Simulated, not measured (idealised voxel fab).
process module | voxel capacitor over wiring
cross-section cut | 265 nm wide | cells 5 nm
A cross-section is a grid of square cells, given in bands from the top down. A band is one or more rows of cells.
Each band's line starts with the height of the band's top and of its bottom, in nm. Then come its materials from left to right, each with its width in nm. One material with "throughout" fills the band from edge to edge. "air" is empty space.
Height 0 is the level under which the wafer as received is all one material. The lowest band goes on downwards, as in "0 down".
A width such as "30 to 40" changes by the same amount from each row of cells to the next, from the band's top row to its bottom row.
"no change" after a step means that no cell of the cross-section changed.
closed voids: empty space of 8 cells or more with no open way to the top, each as width x height at its distance from the left edge, in nm
after a step's settings: what the simulator itself notes on the step
overlay nm, on a step with a mask: how far to the right of its planned place the mask lay; to the left if negative
plan
1 op RECEIVE | material Si
2 op CONFORMAL_DEP | material SiO2 | thk nm 15
3 op DIRECTIONAL_DEP | material TiN | thk nm 5
4 op DIRECTIONAL_DEP | material W | thk nm 15
5 op PATTERN | tone cover | mask id METAL_1 | material resist | width nm 25 | pitch nm 80 | thk nm 15 | overlay nm 0
6 op DIRECTIONAL_ETCH | etch materials W | depth nm 15
7 op DIRECTIONAL_ETCH | etch materials TiN | depth nm 5
8 op STRIP | etch materials resist
9 op CONFORMAL_DEP | material SiCN | thk nm 5
10 op FILL_DEP | material lowk | thk nm 5
11 op CMP | height nm 35
12 op CONFORMAL_DEP | material SiCN | thk nm 5
13 op DIRECTIONAL_DEP | material lowk | thk nm 20
14 op PATTERN | tone open | mask id PLUG_1 | material resist | width nm 15 | thk nm 15 | overlay nm 0
15 op DIRECTIONAL_ETCH | etch materials lowk | depth nm 20
16 op DIRECTIONAL_ETCH | etch materials SiCN | depth nm 5
17 op STRIP | etch materials resist
18 op CONFORMAL_DEP | material TiN | thk nm 5
19 op FILL_DEP | material W | thk nm 5
20 op CMP | height nm 60
21 op DIRECTIONAL_DEP | material TiN | thk nm 5
22 op DIRECTIONAL_DEP | material HfO2 | thk nm 5
23 op DIRECTIONAL_DEP | material TiN | thk nm 5
24 op PATTERN | tone cover | mask id UPPER_PLATE | material resist | width nm 60 | thk nm 15 | overlay nm 0
25 op DIRECTIONAL_ETCH | etch materials TiN | depth nm 5
26 op DIRECTIONAL_ETCH | etch materials HfO2 | depth nm 5
27 op STRIP | etch materials resist
28 op PATTERN | tone cover | mask id LOWER_PLATE | material resist | width nm 70 | thk nm 15 | overlay nm 0
29 op DIRECTIONAL_ETCH | etch materials TiN | depth nm 5
30 op STRIP | etch materials resist
31 op FILL_DEP | material SiO2 | thk nm 15
32 op CMP | height nm 85
33 op DIRECTIONAL_DEP | material aC | thk nm 10
34 op PATTERN | tone open | mask id PLUG_2 | material resist | width nm 15 | thk nm 30 | overlay nm 0
35 op DIRECTIONAL_ETCH | etch materials aC | depth nm 10
36 op STRIP | etch materials resist
37 op DIRECTIONAL_ETCH | etch materials SiO2 | depth nm 10
38 op STRIP | etch materials aC
39 op CONFORMAL_DEP | material TiN | thk nm 5
40 op FILL_DEP | material Ru | thk nm 10
41 op CMP | height nm 85
42 op CONFORMAL_DEP | material SiCN | thk nm 5
first wafer, as planned
as received, after step 1
  0 down: Si throughout
  closed voids: none
after step 2
  15 to 0: SiO2 throughout
  below 0: unchanged
after step 3
  20 to 15: TiN throughout
  below 15: unchanged
after step 4
  35 to 20: W throughout
  below 20: unchanged
after step 5
  50 to 35: air 80 | resist 25 | air 55 | resist 25 | air 80
  below 35: unchanged
after step 6
  50 to 35: air 80 | resist 25 | air 55 | resist 25 | air 80
  35 to 20: air 80 | W 25 | air 55 | W 25 | air 80
  below 20: unchanged
after step 7
  50 to 35: air 80 | resist 25 | air 55 | resist 25 | air 80
  35 to 20: air 80 | W 25 | air 55 | W 25 | air 80
  20 to 15: air 80 | TiN 25 | air 55 | TiN 25 | air 80
  below 15: unchanged
after step 8
  35 to 20: air 80 | W 25 | air 55 | W 25 | air 80
  below 20: unchanged
after step 9
  40 to 35: air 75 | SiCN 35 | air 45 | SiCN 35 | air 75
  35 to 20: air 75 | SiCN 5 | W 25 | SiCN 5 | air 45 | SiCN 5 | W 25 | SiCN 5 | air 75
  20 to 15: SiCN 80 | TiN 25 | SiCN 55 | TiN 25 | SiCN 80
  below 15: unchanged
after step 10
  45 to 40: lowk throughout
  40 to 35: lowk 75 | SiCN 35 | lowk 45 | SiCN 35 | lowk 75
  35 to 20: lowk 75 | SiCN 5 | W 25 | SiCN 5 | lowk 45 | SiCN 5 | W 25 | SiCN 5 | lowk 75
  below 20: unchanged
after step 11
  35 to 20: lowk 75 | SiCN 5 | W 25 | SiCN 5 | lowk 45 | SiCN 5 | W 25 | SiCN 5 | lowk 75
  below 20: unchanged
after step 12
  40 to 35: SiCN throughout
  below 35: unchanged
after step 13
  60 to 40: lowk throughout
  below 40: unchanged
after step 14
  75 to 60: resist 90 | air 15 | resist 160
  below 60: unchanged
after step 15
  75 to 60: resist 90 | air 15 | resist 160
  60 to 40: lowk 90 | air 15 | lowk 160
  below 40: unchanged
after step 16
  75 to 60: resist 90 | air 15 | resist 160
  60 to 40: lowk 90 | air 15 | lowk 160
  40 to 35: SiCN 90 | air 15 | SiCN 160
  below 35: unchanged
after step 17
  60 to 40: lowk 90 | air 15 | lowk 160
  below 40: unchanged
after step 18
  65 to 60: TiN 95 | air 5 | TiN 165
  60 to 40: lowk 90 | TiN 5 | air 5 | TiN 5 | lowk 160
  40 to 35: SiCN 90 | TiN 15 | SiCN 160
  below 35: unchanged
after step 19
  70 to 65: W throughout
  65 to 60: TiN 95 | W 5 | TiN 165
  60 to 40: lowk 90 | TiN 5 | W 5 | TiN 5 | lowk 160
  below 40: unchanged
after step 20
  60 to 40: lowk 90 | TiN 5 | W 5 | TiN 5 | lowk 160
  below 40: unchanged
after step 21
  65 to 60: TiN throughout
  below 60: unchanged
after step 22
  70 to 65: HfO2 throughout
  below 65: unchanged
after step 23
  75 to 70: TiN throughout
  below 70: unchanged
after step 24
  90 to 75: air 90 | resist 60 | air 115
  below 75: unchanged
after step 25
  90 to 75: air 90 | resist 60 | air 115
  75 to 70: air 90 | TiN 60 | air 115
  below 70: unchanged
after step 26
  90 to 75: air 90 | resist 60 | air 115
  75 to 70: air 90 | TiN 60 | air 115
  70 to 65: air 90 | HfO2 60 | air 115
  below 65: unchanged
after step 27
  75 to 70: air 90 | TiN 60 | air 115
  below 70: unchanged
after step 28
  90 to 75: air 85 | resist 70 | air 110
  75 to 70: air 85 | resist 5 | TiN 60 | resist 5 | air 110
  70 to 65: air 85 | resist 5 | HfO2 60 | resist 5 | air 110
  below 65: unchanged
after step 29
  90 to 75: air 85 | resist 70 | air 110
  75 to 70: air 85 | resist 5 | TiN 60 | resist 5 | air 110
  70 to 65: air 85 | resist 5 | HfO2 60 | resist 5 | air 110
  65 to 60: air 85 | TiN 70 | air 110
  below 60: unchanged
after step 30
  75 to 70: air 90 | TiN 60 | air 115
  70 to 65: air 90 | HfO2 60 | air 115
  below 65: unchanged
after step 31
  90 to 75: SiO2 throughout
  75 to 70: SiO2 90 | TiN 60 | SiO2 115
  70 to 65: SiO2 90 | HfO2 60 | SiO2 115
  65 to 60: SiO2 85 | TiN 70 | SiO2 110
  below 60: unchanged
after step 32
  85 to 75: SiO2 throughout
  below 75: unchanged
after step 33
  95 to 85: aC throughout
  below 85: unchanged
after step 34
  125 to 95: resist 100 | air 15 | resist 150
  below 95: unchanged
after step 35
  115 to 95: resist 100 | air 15 | resist 150
  95 to 85: aC 100 | air 15 | aC 150
  below 85: unchanged
after step 36
  95 to 85: aC 100 | air 15 | aC 150
  below 85: unchanged
after step 37
  95 to 85: aC 100 | air 15 | aC 150
  85 to 75: SiO2 100 | air 15 | SiO2 150
  below 75: unchanged
after step 38
  85 to 75: SiO2 100 | air 15 | SiO2 150
  below 75: unchanged
after step 39
  90 to 85: TiN 105 | air 5 | TiN 155
  85 to 80: SiO2 100 | TiN 5 | air 5 | TiN 5 | SiO2 150
  80 to 70: SiO2 100 to 90 | TiN 15 to 60 | SiO2 150 to 115
  below 70: unchanged
after step 40
  100 to 90: Ru throughout
  90 to 85: TiN 105 | Ru 5 | TiN 155
  85 to 80: SiO2 100 | TiN 5 | Ru 5 | TiN 5 | SiO2 150
  below 80: unchanged
after step 41
  85 to 80: SiO2 100 | TiN 5 | Ru 5 | TiN 5 | SiO2 150
  below 80: unchanged
after step 42
  90 to 85: SiCN throughout
  below 85: unchanged
second wafer: like start, like plan, one mistake. Through step 12 it matches the first wafer
when step 13 should have ended
  50 to 40: lowk throughout
  below 40: unchanged
when step 14 should have ended
  65 to 50: resist 90 | air 15 | resist 160
  below 50: unchanged
when step 15 should have ended
  65 to 50: resist 90 | air 15 | resist 160
  50 to 40: lowk 90 | air 15 | lowk 160
  below 40: unchanged
when step 16 should have ended
  65 to 50: resist 90 | air 15 | resist 160
  50 to 40: lowk 90 | air 15 | lowk 160
  40 to 35: SiCN 90 | air 15 | SiCN 160
  below 35: unchanged
when step 17 should have ended
  50 to 40: lowk 90 | air 15 | lowk 160
  below 40: unchanged
when step 18 should have ended
  55 to 50: TiN 95 | air 5 | TiN 165
  50 to 40: lowk 90 | TiN 5 | air 5 | TiN 5 | lowk 160
  40 to 35: SiCN 90 | TiN 15 | SiCN 160
  below 35: unchanged
when step 19 should have ended
  60 to 55: W throughout
  55 to 50: TiN 95 | W 5 | TiN 165
  50 to 40: lowk 90 | TiN 5 | W 5 | TiN 5 | lowk 160
  below 40: unchanged
when step 20 should have ended: no change
when step 21 should have ended
  65 to 60: TiN throughout
  below 60: unchanged
when step 22 should have ended
  70 to 65: HfO2 throughout
  below 65: unchanged
when step 23 should have ended
  75 to 70: TiN throughout
  below 70: unchanged
when step 24 should have ended
  90 to 75: air 90 | resist 60 | air 115
  below 75: unchanged
when step 25 should have ended
  90 to 75: air 90 | resist 60 | air 115
  75 to 70: air 90 | TiN 60 | air 115
  below 70: unchanged
when step 26 should have ended
  90 to 75: air 90 | resist 60 | air 115
  75 to 70: air 90 | TiN 60 | air 115
  70 to 65: air 90 | HfO2 60 | air 115
  below 65: unchanged
when step 27 should have ended
  75 to 70: air 90 | TiN 60 | air 115
  below 70: unchanged
when step 28 should have ended
  90 to 75: air 85 | resist 70 | air 110
  75 to 70: air 85 | resist 5 | TiN 60 | resist 5 | air 110
  70 to 65: air 85 | resist 5 | HfO2 60 | resist 5 | air 110
  below 65: unchanged
when step 29 should have ended
  90 to 75: air 85 | resist 70 | air 110
  75 to 70: air 85 | resist 5 | TiN 60 | resist 5 | air 110
  70 to 65: air 85 | resist 5 | HfO2 60 | resist 5 | air 110
  65 to 60: air 85 | TiN 70 | air 110
  below 60: unchanged
when step 30 should have ended
  75 to 70: air 90 | TiN 60 | air 115
  70 to 65: air 90 | HfO2 60 | air 115
  below 65: unchanged
when step 31 should have ended
  90 to 75: SiO2 throughout
  75 to 70: SiO2 90 | TiN 60 | SiO2 115
  70 to 65: SiO2 90 | HfO2 60 | SiO2 115
  65 to 60: SiO2 85 | TiN 70 | SiO2 110
  below 60: unchanged
when step 32 should have ended
  85 to 75: SiO2 throughout
  below 75: unchanged
when step 33 should have ended
  95 to 85: aC throughout
  below 85: unchanged
when step 34 should have ended
  125 to 95: resist 100 | air 15 | resist 150
  below 95: unchanged
when step 35 should have ended
  115 to 95: resist 100 | air 15 | resist 150
  95 to 85: aC 100 | air 15 | aC 150
  below 85: unchanged
when step 36 should have ended
  95 to 85: aC 100 | air 15 | aC 150
  below 85: unchanged
when step 37 should have ended
  95 to 85: aC 100 | air 15 | aC 150
  85 to 75: SiO2 100 | air 15 | SiO2 150
  below 75: unchanged
when step 38 should have ended
  85 to 75: SiO2 100 | air 15 | SiO2 150
  below 75: unchanged
when step 39 should have ended
  90 to 85: TiN 105 | air 5 | TiN 155
  85 to 80: SiO2 100 | TiN 5 | air 5 | TiN 5 | SiO2 150
  80 to 70: SiO2 100 to 90 | TiN 15 to 60 | SiO2 150 to 115
  below 70: unchanged
when step 40 should have ended
  100 to 90: Ru throughout
  90 to 85: TiN 105 | Ru 5 | TiN 155
  85 to 80: SiO2 100 | TiN 5 | Ru 5 | TiN 5 | SiO2 150
  below 80: unchanged
when step 41 should have ended
  85 to 80: SiO2 100 | TiN 5 | Ru 5 | TiN 5 | SiO2 150
  below 80: unchanged
when step 42 should have ended
  90 to 85: SiCN throughout
  below 85: unchanged
what went wrong: step 13 ran as: op DIRECTIONAL_DEP | material lowk | thk nm 10
at the end the second wafer has, in cells: 48 more of TiN | 52 more of W | 100 fewer of lowk
